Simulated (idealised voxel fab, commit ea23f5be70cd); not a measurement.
process module | voxel transistor to metal
cross-section cut | 270 nm wide | cells 5 nm
A cross-section is a grid of square cells, given in bands from the top down. A band is one or more rows of cells.
Each band's line starts with the height of the band's top and of its bottom, in nm. Then come its materials from left to right, each with its width in nm. One material with "throughout" fills the band from edge to edge. "air" is empty space.
Height 0 is the level under which the wafer as received is all one material. The lowest band goes on downwards, as in "0 down".
A width such as "30 to 40" changes by the same amount from each row of cells to the next, from the band's top row to its bottom row.
"no change" after a step means that no cell of the cross-section changed.
closed voids: empty space of 8 cells or more with no open way to the top, each as width x height at its distance from the left edge, in nm
after a step's settings: what the simulator itself notes on the step
overlay nm, on a step with a mask: how far to the right of its planned place the mask lay; to the left if negative
plan
1 op RECEIVE | material Si
2 op CONFORMAL_DEP | material SiO2 | thk nm 5
3 op CONFORMAL_DEP | material SiN | thk nm 10
4 op MASKED_ETCH | tone cover | mask id ACTIVE | width nm 100 | pitch nm 130 | etch materials SiN | depth nm 10 | overlay nm 0
5 op MASKED_ETCH | tone cover | mask id ACTIVE | width nm 100 | pitch nm 130 | etch materials SiO2 | depth nm 5 | overlay nm 0
6 op MASKED_ETCH | tone cover | mask id ACTIVE | width nm 100 | pitch nm 130 | etch materials Si | depth nm 25 | overlay nm 0
7 op OXIDIZE | depth nm 5
8 op FILL_DEP | material SiO2 | thk nm 10
9 op CMP | height nm 15
10 op SELECTIVE_ETCH | etch materials SiO2 | depth nm 5
11 op STRIP | etch materials SiN
12 op SELECTIVE_ETCH | etch materials SiO2 | depth nm 5
13 op OXIDIZE | depth nm 5
14 op DIRECTIONAL_DEP | material polySi | thk nm 30
15 op DIRECTIONAL_DEP | material SiCN | thk nm 10
16 op DIRECTIONAL_DEP | material aC | thk nm 15
17 op PATTERN | tone cover | mask id GATE | material resist | width nm 30 | pitch nm 130 | thk nm 30 | overlay nm 0
18 op DIRECTIONAL_ETCH | etch materials aC | depth nm 15
19 op STRIP | etch materials resist
20 op DIRECTIONAL_ETCH | etch materials SiCN | depth nm 20
21 op DIRECTIONAL_ETCH | etch materials polySi | depth nm 40
22 op STRIP | etch materials aC
23 op CONFORMAL_DEP | material SiN | thk nm 10
24 op DIRECTIONAL_ETCH | etch materials SiN | depth nm 10
25 op DIRECTIONAL_ETCH | etch materials SiO2 | depth nm 5
26 op DIRECTIONAL_ETCH | etch materials Si | depth nm 10
27 op EPI | material pSi | thk nm 10
28 op FILL_DEP | material SiO2 | thk nm 10
29 op CMP | height nm 30
30 op STRIP | etch materials polySi
31 op SELECTIVE_ETCH | etch materials SiO2 | depth nm 5
32 op CONFORMAL_DEP | material HfO2 | thk nm 5
33 op CONFORMAL_DEP | material TiN | thk nm 5
34 op FILL_DEP | material W | thk nm 5
35 op CMP | height nm 25
36 op DIRECTIONAL_DEP | material SiO2 | thk nm 15
37 op PATTERN | tone open | mask id CONTACT | material resist | width nm 15 | thk nm 20 | overlay nm 0
38 op DIRECTIONAL_ETCH | etch materials SiO2 | depth nm 45
39 op STRIP | etch materials resist
40 op CONFORMAL_DEP | material TiN | thk nm 5
41 op FILL_DEP | material Ru | thk nm 5
42 op CMP | height nm 40
43 op CONFORMAL_DEP | material SiCN | thk nm 5
44 op DIRECTIONAL_DEP | material lowk | thk nm 15
45 op MASKED_ETCH | tone open | mask id METAL_1 | width nm 15 | etch materials lowk | depth nm 15 | overlay nm 0
46 op MASKED_ETCH | tone open | mask id METAL_1 | width nm 15 | etch materials SiCN | depth nm 5 | overlay nm 0
47 op CONFORMAL_DEP | material TiN | thk nm 5
48 op FILL_DEP | material Cu | thk nm 5
49 op CMP | height nm 60
50 op CONFORMAL_DEP | material SiCN | thk nm 5
51 op DIRECTIONAL_DEP | material SiO2 | thk nm 35
52 op PATTERN | tone open | mask id METAL_2 | material resist | width nm 15 | pitch nm 130 | thk nm 15 | overlay nm 0
53 op DIRECTIONAL_ETCH | etch materials SiO2 | depth nm 20
54 op STRIP | etch materials resist
55 op DIRECTIONAL_DEP | material aC | thk nm 10
56 op PATTERN | tone open | mask id METAL_2_HOLES | material resist | width nm 15 | pitch nm 130 | thk nm 30 | overlay nm 0
57 op DIRECTIONAL_ETCH | etch materials aC | depth nm 10
58 op STRIP | etch materials resist
59 op DIRECTIONAL_ETCH | etch materials SiO2 | depth nm 15
60 op DIRECTIONAL_ETCH | etch materials SiCN | depth nm 5
61 op STRIP | etch materials aC
62 op CONFORMAL_DEP | material TiN | thk nm 5
63 op FILL_DEP | material Ru | thk nm 5
64 op CMP | height nm 100
65 op CONFORMAL_DEP | material SiN | thk nm 5
as received, after step 1
  0 down: Si throughout
  closed voids: none
first wafer at the end, as planned
  105 to 100: SiN throughout
  100 to 65: SiO2 25 | TiN 5 | Ru 5 | TiN 5 | SiO2 115 | TiN 5 | Ru 5 | TiN 5 | SiO2 100
  65 to 60: SiCN 25 | TiN 15 | SiCN 115 | TiN 15 | SiCN 100
  60 to 45: lowk 25 | TiN 5 | Cu 5 | TiN 5 | lowk 60 | TiN 5 | Cu 5 | TiN 5 | lowk 40 | TiN 5 | Cu 5 | TiN 5 | lowk 60 | TiN 5 | Cu 5 | TiN 5 | lowk 25
  45 to 40: SiCN 25 | TiN 15 | SiCN 60 | TiN 15 | SiCN 40 | TiN 15 | SiCN 60 | TiN 15 | SiCN 25
  40 to 25: SiO2 25 | TiN 5 | Ru 5 | TiN 5 | SiO2 60 | TiN 5 | Ru 5 | TiN 5 | SiO2 40 | TiN 5 | Ru 5 | TiN 5 | SiO2 60 | TiN 5 | Ru 5 | TiN 5 | SiO2 25
  25 to 10: SiO2 25 | TiN 5 | Ru 5 | TiN 5 | SiO2 5 | SiN 10 | HfO2 5 | TiN 5 | W 10 | TiN 5 | HfO2 5 | SiN 10 | SiO2 5 | TiN 5 | Ru 5 | TiN 5 | SiO2 40 | TiN 5 | Ru 5 | TiN 5 | SiO2 5 | SiN 10 | HfO2 5 | TiN 5 | W 10 | TiN 5 | HfO2 5 | SiN 10 | SiO2 5 | TiN 5 | Ru 5 | TiN 5 | SiO2 25
  10 to 5: SiO2 25 | TiN 15 | SiO2 5 | SiN 10 | HfO2 5 | TiN 5 | W 10 | TiN 5 | HfO2 5 | SiN 10 | SiO2 5 | TiN 15 | SiO2 40 | TiN 15 | SiO2 5 | SiN 10 | HfO2 5 | TiN 5 | W 10 | TiN 5 | HfO2 5 | SiN 10 | SiO2 5 | TiN 15 | SiO2 25
  5 to 0: SiO2 15 | SiN 10 | TiN 10 | pSi 10 | SiN 10 | HfO2 5 | TiN 20 | HfO2 5 | SiN 10 | pSi 10 | TiN 10 | SiN 10 | SiO2 20 | SiN 10 | TiN 10 | pSi 10 | SiN 10 | HfO2 5 | TiN 20 | HfO2 5 | SiN 10 | pSi 10 | TiN 10 | SiN 10 | SiO2 15
  0 to -5: SiO2 25 | TiN 10 | pSi 10 | SiO2 5 | HfO2 40 | SiO2 5 | pSi 10 | TiN 10 | SiO2 40 | TiN 10 | pSi 10 | SiO2 5 | HfO2 40 | SiO2 5 | pSi 10 | TiN 10 | SiO2 25
  -5 to -15: SiO2 25 | pSi 20 | Si 50 | pSi 20 | SiO2 40 | pSi 20 | Si 50 | pSi 20 | SiO2 25
  -15 to -30: SiO2 25 | Si 90 | SiO2 40 | Si 90 | SiO2 25
  -30 down: Si throughout
  closed voids: none
second wafer at the end: like start, like plan, one mistake
  105 to 100: SiN throughout
  100 to 65: SiO2 25 | TiN 5 | Ru 5 | TiN 5 | SiO2 115 | TiN 5 | Ru 5 | TiN 5 | SiO2 100
  65 to 60: SiCN 25 | TiN 15 | SiCN 115 | TiN 15 | SiCN 100
  60 to 45: lowk 25 | TiN 5 | Cu 5 | TiN 5 | lowk 60 | TiN 5 | Cu 5 | TiN 5 | lowk 40 | TiN 5 | Cu 5 | TiN 5 | lowk 60 | TiN 5 | Cu 5 | TiN 5 | lowk 25
  45 to 40: SiCN 25 | TiN 15 | SiCN 60 | TiN 15 | SiCN 40 | TiN 15 | SiCN 60 | TiN 15 | SiCN 25
  40 to 25: SiO2 25 | TiN 5 | Ru 5 | TiN 5 | SiO2 60 | TiN 5 | Ru 5 | TiN 5 | SiO2 40 | TiN 5 | Ru 5 | TiN 5 | SiO2 60 | TiN 5 | Ru 5 | TiN 5 | SiO2 25
  25 to 10: SiO2 25 | TiN 5 | Ru 5 | TiN 5 | SiO2 5 | SiN 10 | TiN 5 | HfO2 5 | W 10 | HfO2 5 | TiN 5 | SiN 10 | SiO2 5 | TiN 5 | Ru 5 | TiN 5 | SiO2 40 | TiN 5 | Ru 5 | TiN 5 | SiO2 5 | SiN 10 | TiN 5 | HfO2 5 | W 10 | HfO2 5 | TiN 5 | SiN 10 | SiO2 5 | TiN 5 | Ru 5 | TiN 5 | SiO2 25
  10 to 5: SiO2 25 | TiN 15 | SiO2 5 | SiN 10 | TiN 5 | HfO2 5 | W 10 | HfO2 5 | TiN 5 | SiN 10 | SiO2 5 | TiN 15 | SiO2 40 | TiN 15 | SiO2 5 | SiN 10 | TiN 5 | HfO2 5 | W 10 | HfO2 5 | TiN 5 | SiN 10 | SiO2 5 | TiN 15 | SiO2 25
  5 to 0: SiO2 15 | SiN 10 | TiN 10 | pSi 10 | SiN 10 | TiN 5 | HfO2 20 | TiN 5 | SiN 10 | pSi 10 | TiN 10 | SiN 10 | SiO2 20 | SiN 10 | TiN 10 | pSi 10 | SiN 10 | TiN 5 | HfO2 20 | TiN 5 | SiN 10 | pSi 10 | TiN 10 | SiN 10 | SiO2 15
  0 to -5: SiO2 25 | TiN 10 | pSi 10 | SiO2 5 | TiN 40 | SiO2 5 | pSi 10 | TiN 10 | SiO2 40 | TiN 10 | pSi 10 | SiO2 5 | TiN 40 | SiO2 5 | pSi 10 | TiN 10 | SiO2 25
  -5 to -15: SiO2 25 | pSi 20 | Si 50 | pSi 20 | SiO2 40 | pSi 20 | Si 50 | pSi 20 | SiO2 25
  -15 to -30: SiO2 25 | Si 90 | SiO2 40 | Si 90 | SiO2 25
  -30 down: Si throughout
  closed voids: none
what went wrong: steps 32 and 33 were swapped
at the end the second wafer has, in cells: 12 fewer of HfO2 | 12 more of TiN
